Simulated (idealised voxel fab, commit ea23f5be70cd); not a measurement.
process module | voxel self aligned contacts
The figure presents cross-section cut, which has a width of 185 nm and is divided into square cells with an edge length of 5 nm.
Cross-section, as written here: a square-cell grid given band by band from the top down, where a band holds one or more rows of cells. Read a band's entry like this: the first values are the height of its top and the height of its bottom in nm, and what follows is the sequence of materials from left to right, each with its width in nm. Note that "blank" is empty space, and that a single material marked "full width" reaches across the band from edge to edge. Basically, 0 is our baseline, since under it the wafer straight out of the box is all one material. The bottom band has no lower end and keeps on going down, so it looks like "z 0 and below". Quick explanation for "30..40": the width changes in equal steps down the rows of cells, from the first number in the band's top row to the second number in its bottom row. When a step is marked "no alteration", none of the cells in the cross-section changed during that step. Under "Enclosed cavities" you'll find the enclosed gaps, the ones with no way out to the top, that are 8 cells or bigger; each reads width x height at distance, with distance counted from the left edge, everything in nm. after a step's settings: what the simulator itself notes on the step. overlay nm: on a step with a mask, how far right of its planned place the mask lay; negative means left.
So here's the lineup of process steps we planned:
1,RECEIVE (material Si)
2,CONFORMAL_DEP (material SiO2; thk nm 5)
3,DIRECTIONAL_DEP (material polySi; thk nm 25)
4,DIRECTIONAL_DEP (material SiN; thk nm 20)
5,PATTERN (tone cover; mask id GATE; material resist; width nm 25; pitch nm 60; thk nm 20; overlay nm 0)
6,DIRECTIONAL_ETCH (etch materials SiN; depth nm 20)
7,DIRECTIONAL_ETCH (etch materials polySi; depth nm 25)
8,STRIP (etch materials resist)
9,CONFORMAL_DEP (material SiN; thk nm 5)
10,DIRECTIONAL_ETCH (etch materials SiN; depth nm 5)
11,FILL_DEP (material SiO2; thk nm 20)
12,CMP (height nm 60)
13,PATTERN (tone open; mask id CONTACT; material resist; width nm 45; pitch nm 60; thk nm 15; overlay nm 0)
14,DIRECTIONAL_ETCH (etch materials SiO2; depth nm 60)
15,STRIP (etch materials resist)
16,CONFORMAL_DEP (material TiN; thk nm 5)
17,FILL_DEP (material Ru; thk nm 10)
18,CMP (height nm 60)
19,CONFORMAL_DEP (material SiCN; thk nm 5)
Received-state cross-section, reflecting completion of step 1:
	z 0 and below | Si full width
	Enclosed cavities: none
The first of the two wafers as seen in cross-section once the module was finished; processing followed the plan:
	z 65 to 60 | SiCN full width
	z 60 to 50 | SiO2: 40  TiN: 5..15  Ru: 35..15  TiN: 5..15  SiO2: 15  TiN: 5..15  Ru: 35..15  TiN: 5..15  SiO2: 40
	z 50 to 30 | SiO2: 15  SiN: 35  TiN: 5  Ru: 15  TiN: 5  SiN: 35  TiN: 5  Ru: 15  TiN: 5  SiN: 35  SiO2: 15
	z 30 to 5 | SiO2: 15  SiN: 5  polySi: 25  SiN: 5  TiN: 5  Ru: 15  TiN: 5  SiN: 5  polySi: 25  SiN: 5  TiN: 5  Ru: 15  TiN: 5  SiN: 5  polySi: 25  SiN: 5  SiO2: 15
	z 5 to 0 | SiO2: 50  TiN: 25  SiO2: 35  TiN: 25  SiO2: 50
	z 0 and below | Si full width
	Enclosed cavities: none
Cross-sectional view of the second of two wafers upon completion of the module. This wafer shared its starting condition and process plan with the first; one error was made during its execution:
	z 65 to 60 | SiCN full width
	z 60 to 50 | SiO2: 40  TiN: 5  Ru: 35  TiN: 5  SiO2: 15  TiN: 5  Ru: 35  TiN: 5  SiO2: 40
	z 50 to 45 | SiO2: 40  TiN: 10  Ru: 25  TiN: 10  SiO2: 15  TiN: 10  Ru: 25  TiN: 10  SiO2: 40
	z 45 to 30 | SiO2: 20  SiN: 25  TiN: 5  Ru: 25  TiN: 5  SiN: 25  TiN: 5  Ru: 25  TiN: 5  SiN: 25  SiO2: 20
	z 30 to 5 | SiO2: 20  polySi: 25  TiN: 5  Ru: 25  TiN: 5  polySi: 25  TiN: 5  Ru: 25  TiN: 5  polySi: 25  SiO2: 20
	z 5 to 0 | SiO2: 45  TiN: 35  SiO2: 25  TiN: 35  SiO2: 45
	z 0 and below | Si full width
	Enclosed cavities: none
What was the processing mistake? execution of step 9 of the plan did not take place, the step having been omitted
Count the cells at the end and the second wafer has more or fewer of some materials than the first: +44 Ru | -69 SiN | +25 SiO2
